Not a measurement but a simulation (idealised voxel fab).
Title: Process Module voxel capacitor over wiring
This is section cut - it's 170 nm across, gridded in 5 nm square cells.
Cross-section = grid of square cells, listed top down in bands; band = one or more rows.
Band: top height; bottom height; in nm. Then, left to right: material with width in nm, for each material. "full width": a single material spanning edge to edge. "empty": empty space.
The reference from which all heights are counted is 0, the level beneath which the as-received wafer is entirely one material; the lowest band, having no lower bound, proceeds downward and is written after the example "0 -> down".
Note: "30 to 40" means the width goes from the first number (top row of the band) to the second number (bottom row) in equal steps per row of cells.
It should be understood that the words "no alteration", when stated for a given step, signify that the cross-section underwent no change in any of its cells during that step.
In "Unvented voids" the enclosed voids are listed, meaning empty spaces of 8 cells or larger without any opening to the top. The form is width x height at distance, distance from the left edge, units nm.
On each step's line, the part that comes after the settings is the simulator's own comment on the step.
overlay nm: where the mask lay relative to plan, measured to the right, on steps with a mask; negatives go left.
**Listed below are the process steps as planned**
1,RECEIVE, material Si
2,CONFORMAL_DEP, material SiO2, thk nm 10
3,CONFORMAL_DEP, material SiN, thk nm 5
4,DIRECTIONAL_DEP, material lowk, thk nm 20
5,PATTERN, tone open, mask id METAL_1, material resist, width nm 25, pitch nm 90, thk nm 20, overlay nm 0
6,DIRECTIONAL_ETCH, etch materials lowk, depth nm 20
7,DIRECTIONAL_ETCH, etch materials SiN, depth nm 5
8,STRIP, etch materials resist
9,CONFORMAL_DEP, material TiN, thk nm 5
10,FILL_DEP, material Ru, thk nm 5
11,CMP, height nm 35
12,CONFORMAL_DEP, material SiCN, thk nm 5
13,DIRECTIONAL_DEP, material lowk, thk nm 20
14,MASKED_ETCH, tone open, mask id PLUG_1, width nm 15, etch materials lowk, depth nm 20, overlay nm 0
15,MASKED_ETCH, tone open, mask id PLUG_1, width nm 15, etch materials SiCN, depth nm 5, overlay nm 0
16,CONFORMAL_DEP, material TiN, thk nm 5
17,FILL_DEP, material Ru, thk nm 5
18,CMP, height nm 60
19,DIRECTIONAL_DEP, material TiN, thk nm 5
20,DIRECTIONAL_DEP, material SiN, thk nm 5
21,DIRECTIONAL_DEP, material TiN, thk nm 10
22,MASKED_ETCH, tone cover, mask id UPPER_PLATE, width nm 70, etch materials TiN, depth nm 10, overlay nm 0
23,MASKED_ETCH, tone cover, mask id UPPER_PLATE, width nm 70, etch materials SiN, depth nm 5, overlay nm 0
24,MASKED_ETCH, tone cover, mask id LOWER_PLATE, width nm 80, etch materials TiN, depth nm 5, overlay nm 0
25,FILL_DEP, material SiO2, thk nm 20
26,CMP, height nm 95
27,PATTERN, tone open, mask id PLUG_2, material resist, width nm 15, thk nm 15, overlay nm 0
28,DIRECTIONAL_ETCH, etch materials SiO2, depth nm 15
29,STRIP, etch materials resist
30,CONFORMAL_DEP, material TiN, thk nm 5
31,FILL_DEP, material Ru, thk nm 5
32,CMP, height nm 95
33,CONFORMAL_DEP, material SiCN, thk nm 5
**as received, after step 1**
	0 -> down | Si full width
	Unvented voids: none
**Wafer at module end, in section. Began as above, planned as above, run with one mistake**
	100 -> 95 | SiCN full width
	95 -> 85 | 45 SiO2 / 5 TiN / 5 Ru / 5 TiN / 110 SiO2
	85 -> 80 | 45 SiO2 / 15 TiN / 110 SiO2
	80 -> 70 | 35 SiO2 / 70 TiN / 65 SiO2
	70 -> 65 | 35 SiO2 / 70 SiN / 65 SiO2
	65 -> 60 | 30 SiO2 / 80 TiN / 60 SiO2
	60 -> 55 | 35 SiCN / 15 TiN / 120 SiCN
	55 -> 35 | SiCN full width
	35 -> 15 | 25 lowk / 5 TiN / 15 Ru / 5 TiN / 65 lowk / 5 TiN / 15 Ru / 5 TiN / 30 lowk
	15 -> 10 | 25 SiN / 25 TiN / 65 SiN / 25 TiN / 30 SiN
	10 -> 0 | SiO2 full width
	0 -> down | Si full width
	Unvented voids: none
Plan not followed: off-plan run, step 13, actual operation and settings DIRECTIONAL_DEP, material SiCN, thk nm 20
